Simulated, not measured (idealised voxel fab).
process module | voxel transistor to metal
cross-section cut | 165 nm wide | cells 5 nm
A cross-section is a grid of square cells, given in bands from the top down. A band is one or more rows of cells.
Each band's line starts with the height of the band's top and of its bottom, in nm. Then come its materials from left to right, each with its width in nm. One material with "throughout" fills the band from edge to edge. "air" is empty space.
Height 0 is the level under which the wafer as received is all one material. The lowest band goes on downwards, as in "0 down".
A width such as "30 to 40" changes by the same amount from each row of cells to the next, from the band's top row to its bottom row.
"no change" after a step means that no cell of the cross-section changed.
closed voids: empty space of 8 cells or more with no open way to the top, each as width x height at its distance from the left edge, in nm
after a step's settings: what the simulator itself notes on the step
overlay nm, on a step with a mask: how far to the right of its planned place the mask lay; to the left if negative
plan
1 op RECEIVE | material Si
2 op CONFORMAL_DEP | material SiO2 | thk nm 5
3 op CONFORMAL_DEP | material SiN | thk nm 10
4 op PATTERN | tone cover | mask id ACTIVE | material resist | width nm 105 | thk nm 15 | overlay nm 0
5 op DIRECTIONAL_ETCH | etch materials SiN | depth nm 10
6 op DIRECTIONAL_ETCH | etch materials SiO2 | depth nm 5
7 op DIRECTIONAL_ETCH | etch materials Si | depth nm 20
8 op STRIP | etch materials resist
9 op FILL_DEP | material SiO2 | thk nm 10
10 op CMP | height nm 15
11 op SELECTIVE_ETCH | etch materials SiO2 | depth nm 5
12 op STRIP | etch materials SiN
13 op SELECTIVE_ETCH | etch materials SiO2 | depth nm 5
14 op OXIDIZE | depth nm 5
15 op DIRECTIONAL_DEP | material polySi | thk nm 25
16 op DIRECTIONAL_DEP | material SiCN | thk nm 10
17 op DIRECTIONAL_DEP | material aC | thk nm 15
18 op PATTERN | tone cover | mask id GATE | material resist | width nm 15 | thk nm 30 | overlay nm 0
19 op DIRECTIONAL_ETCH | etch materials aC | depth nm 15
20 op STRIP | etch materials resist
21 op DIRECTIONAL_ETCH | etch materials SiCN | depth nm 20
22 op DIRECTIONAL_ETCH | etch materials polySi | depth nm 35
23 op STRIP | etch materials aC
24 op CONFORMAL_DEP | material SiO2 | thk nm 5
25 op DIRECTIONAL_ETCH | etch materials SiO2 | depth nm 5
26 op CONFORMAL_DEP | material SiN | thk nm 5
27 op DIRECTIONAL_ETCH | etch materials SiN | depth nm 5
28 op DIRECTIONAL_ETCH | etch materials SiO2 | depth nm 5
29 op EPI | material SiGe | thk nm 5
30 op FILL_DEP | material SiO2 | thk nm 10
31 op CMP | height nm 35
32 op DIRECTIONAL_DEP | material SiO2 | thk nm 10
33 op PATTERN | tone open | mask id CONTACT | material resist | width nm 20 | pitch nm 65 | thk nm 20 | overlay nm 0
34 op DIRECTIONAL_ETCH | etch materials SiO2 | depth nm 45
35 op STRIP | etch materials resist
36 op CONFORMAL_DEP | material TiN | thk nm 5
37 op FILL_DEP | material Ru | thk nm 5
38 op CMP | height nm 45
39 op DIRECTIONAL_DEP | material TiN | thk nm 5
40 op DIRECTIONAL_DEP | material W | thk nm 20
41 op MASKED_ETCH | tone cover | mask id METAL_1 | width nm 20 | pitch nm 65 | etch materials W | depth nm 20 | overlay nm 0
42 op MASKED_ETCH | tone cover | mask id METAL_1 | width nm 20 | pitch nm 65 | etch materials TiN | depth nm 5 | overlay nm 0
43 op CONFORMAL_DEP | material SiCN | thk nm 5
44 op FILL_DEP | material lowk | thk nm 10
45 op CMP | height nm 70
46 op CONFORMAL_DEP | material SiN | thk nm 5
varied across the wafers: depth nm of step 14. The plan shows the first wafer's value. All wafers start alike
first wafer as received, after step 1
  0 down: Si throughout
  closed voids: none
first wafer at the end, after step 46
  75 to 70: SiN throughout
  70 to 50: lowk 35 | SiCN 5 | W 20 | SiCN 5 | lowk 35 | SiCN 5 | W 20 | SiCN 5 | lowk 35
  50 to 45: SiCN 40 | TiN 20 | SiCN 45 | TiN 20 | SiCN 40
  45 to 35: SiO2 40 | TiN 5 | Ru 10 | TiN 5 | SiO2 45 | TiN 5 | Ru 10 | TiN 5 | SiO2 40
  35 to 25: SiO2 40 | TiN 5 | Ru 10 | TiN 5 | SiO2 5 | SiN 5 | SiO2 5 | SiCN 15 | SiO2 5 | SiN 5 | SiO2 5 | TiN 5 | Ru 10 | TiN 5 | SiO2 40
  25 to 5: SiO2 40 | TiN 5 | Ru 10 | TiN 5 | SiO2 5 | SiN 5 | SiO2 5 | polySi 15 | SiO2 5 | SiN 5 | SiO2 5 | TiN 5 | Ru 10 | TiN 5 | SiO2 40
  5 to 0: SiO2 30 | SiN 5 | SiO2 5 | TiN 20 | SiO2 5 | SiN 5 | SiO2 5 | polySi 15 | SiO2 5 | SiN 5 | SiO2 5 | TiN 20 | SiO2 5 | SiN 5 | SiO2 30
  0 to -5: SiO2 35 | SiGe 30 | SiO2 35 | SiGe 30 | SiO2 35
  -5 to -20: SiO2 30 | Si 105 | SiO2 30
  -20 down: Si throughout
  closed voids: none
last wafer at the end
  75 to 70: SiN throughout
  70 to 50: lowk 35 | SiCN 5 | W 20 | SiCN 5 | lowk 35 | SiCN 5 | W 20 | SiCN 5 | lowk 35
  50 to 45: SiCN 40 | TiN 20 | SiCN 45 | TiN 20 | SiCN 40
  45 to 35: SiO2 40 | TiN 5 | Ru 10 | TiN 5 | SiO2 45 | TiN 5 | Ru 10 | TiN 5 | SiO2 40
  35 to 25: SiO2 40 | TiN 5 | Ru 10 | TiN 5 | SiO2 5 | SiN 5 | SiO2 5 | SiCN 15 | SiO2 5 | SiN 5 | SiO2 5 | TiN 5 | Ru 10 | TiN 5 | SiO2 40
  25 to 5: SiO2 40 | TiN 5 | Ru 10 | TiN 5 | SiO2 5 | SiN 5 | SiO2 5 | polySi 15 | SiO2 5 | SiN 5 | SiO2 5 | TiN 5 | Ru 10 | TiN 5 | SiO2 40
  5 to 0: SiO2 30 | SiN 5 | SiO2 5 | TiN 20 | SiO2 5 | SiN 5 | SiO2 5 | polySi 15 | SiO2 5 | SiN 5 | SiO2 5 | TiN 20 | SiO2 5 | SiN 5 | SiO2 30
  0 to -20: SiO2 throughout
  -20 down: Si throughout
  closed voids: none
each wafer at the end: cells of each material gained (+) or lost (-) since it was received, then its closed voids
depth nm 5 | +32 Ru | -69 Si | +47 SiCN | +12 SiGe | +49 SiN | +245 SiO2 | +48 TiN | +32 W | +84 lowk | +15 polySi | closed voids: none
depth nm 10 | +32 Ru | -90 Si | +47 SiCN | +49 SiN | +278 SiO2 | +48 TiN | +32 W | +84 lowk | +15 polySi | closed voids: none
depth nm 15 | +32 Ru | -111 Si | +47 SiCN | +49 SiN | +299 SiO2 | +48 TiN | +32 W | +84 lowk | +15 polySi | closed voids: none
depth nm 20 | +32 Ru | -132 Si | +47 SiCN | +49 SiN | +320 SiO2 | +48 TiN | +32 W | +84 lowk | +15 polySi | closed voids: none
